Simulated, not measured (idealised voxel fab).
process module | voxel air gaps
Square cells of 5 nm make up the cross-section cut, whose width is 280 nm.
Bands, listed from the top down, are how a cross-section gets written in this document; the cross-section itself is a grid of square cells, and a band is one or more rows of them. Heights first: top, then bottom, in nm. Then materials, left to right, each with a width in nm. "full width" on a single material: fills the band edge to edge. "air": empty space. Zero point of the height axis is 0; under it, received wafer = one material. Lowest band: continues down indefinitely, "0..down". It should be noted that a width expressed as "30 to 40" varies in equal increments from row to row of cells within the band, taking the value of the first number at the top row and that of the second number at the bottom row. Take "nothing different" at face value: in the step it is given for, the cross-section changed in none of its cells. Closed-off voids of 8+ cells (no open route to the top) go in "Sealed void inventory", written width x height at distance from the left edge, in nm. On each step's line, the part that comes after the settings is the simulator's own comment on the step. overlay nm: mask offset rightward from planned place, masked step; negative means leftward offset.
### The process steps that were planned are listed below
1 RECEIVE: material Si
2 CONFORMAL_DEP: material SiO2, thk nm 10
3 CONFORMAL_DEP: material SiCN, thk nm 5
4 DIRECTIONAL_DEP: material lowk, thk nm 40
5 DIRECTIONAL_DEP: material aC, thk nm 15
6 PATTERN: tone open, mask id LINES, material resist, width nm 25, pitch nm 50, thk nm 30, overlay nm 0
7 DIRECTIONAL_ETCH: etch materials aC, depth nm 15
8 STRIP: etch materials resist
9 DIRECTIONAL_ETCH: etch materials lowk, depth nm 40
10 STRIP: etch materials aC
11 CONFORMAL_DEP: material TiN, thk nm 5
12 FILL_DEP: material Ru, thk nm 10
13 CMP: height nm 55
14 EPI: material Ru, thk nm 10
15 SELECTIVE_ETCH: etch materials lowk, depth nm 50
16 CONFORMAL_DEP: material SiCN, thk nm 5
### Step 1 complete: cross-section of the wafer as received
0..down | Si full width
Sealed void inventory: none
### Cross-sectional image of the first of two wafers at the end of the module, the run having proceeded as planned
70..65 | air 60 / SiCN 155 / air 65
65..55 | air 60 / SiCN 5 / Ru 45 / SiCN 5 / Ru 45 / SiCN 5 / Ru 45 / SiCN 5 / air 65
55..50 | air 60 / SiCN 15 / TiN 5 / Ru 15 / TiN 5 / SiCN 25 / TiN 5 / Ru 15 / TiN 5 / SiCN 25 / TiN 5 / Ru 15 / TiN 5 / SiCN 15 / air 65
50..20 | air 70 / SiCN 5 / TiN 5 / Ru 15 / TiN 5 / SiCN 5 / air 15 / SiCN 5 / TiN 5 / Ru 15 / TiN 5 / SiCN 5 / air 15 / SiCN 5 / TiN 5 / Ru 15 / TiN 5 / SiCN 5 / air 75
20..15 | SiCN 75 / TiN 25 / SiCN 25 / TiN 25 / SiCN 25 / TiN 25 / SiCN 80
15..10 | SiCN full width
10..0 | SiO2 full width
0..down | Si full width
Sealed void inventory: 15 x 30 at 105; 15 x 30 at 155
### Same start, same plan as the first wafer - but one mistake in the run. Cross-section of the second of the two at the end of the module
70..65 | SiCN full width
65..55 | Ru 85 / SiCN 5 / Ru 45 / SiCN 5 / Ru 45 / SiCN 5 / Ru 90
55..50 | Ru 70 / TiN 5 / SiCN 25 / TiN 5 / Ru 15 / TiN 5 / SiCN 25 / TiN 5 / Ru 15 / TiN 5 / SiCN 25 / TiN 5 / Ru 75
50..20 | Ru 70 / TiN 5 / SiCN 5 / air 15 / SiCN 5 / TiN 5 / Ru 15 / TiN 5 / SiCN 5 / air 15 / SiCN 5 / TiN 5 / Ru 15 / TiN 5 / SiCN 5 / air 15 / SiCN 5 / TiN 5 / Ru 75
20..15 | TiN 75 / SiCN 25 / TiN 25 / SiCN 25 / TiN 25 / SiCN 25 / TiN 80
15..10 | SiCN full width
10..0 | SiO2 full width
0..down | Si full width
Sealed void inventory: 15 x 30 at 80; 15 x 30 at 130; 15 x 30 at 180
Deviation from plan: the process deviated at step 6: the operation and settings actually run there were PATTERN: tone cover, mask id LINES, material resist, width nm 25, pitch nm 50, thk nm 30, overlay nm 0
In the final state, the cell counts of the second wafer exceed or fall short of those of the first for the following materials: Ru: 234 more; SiCN: 4 fewer; TiN: 26 more
In the final state there are 2 closed voids in the first wafer, compared with 3 in the second wafer.
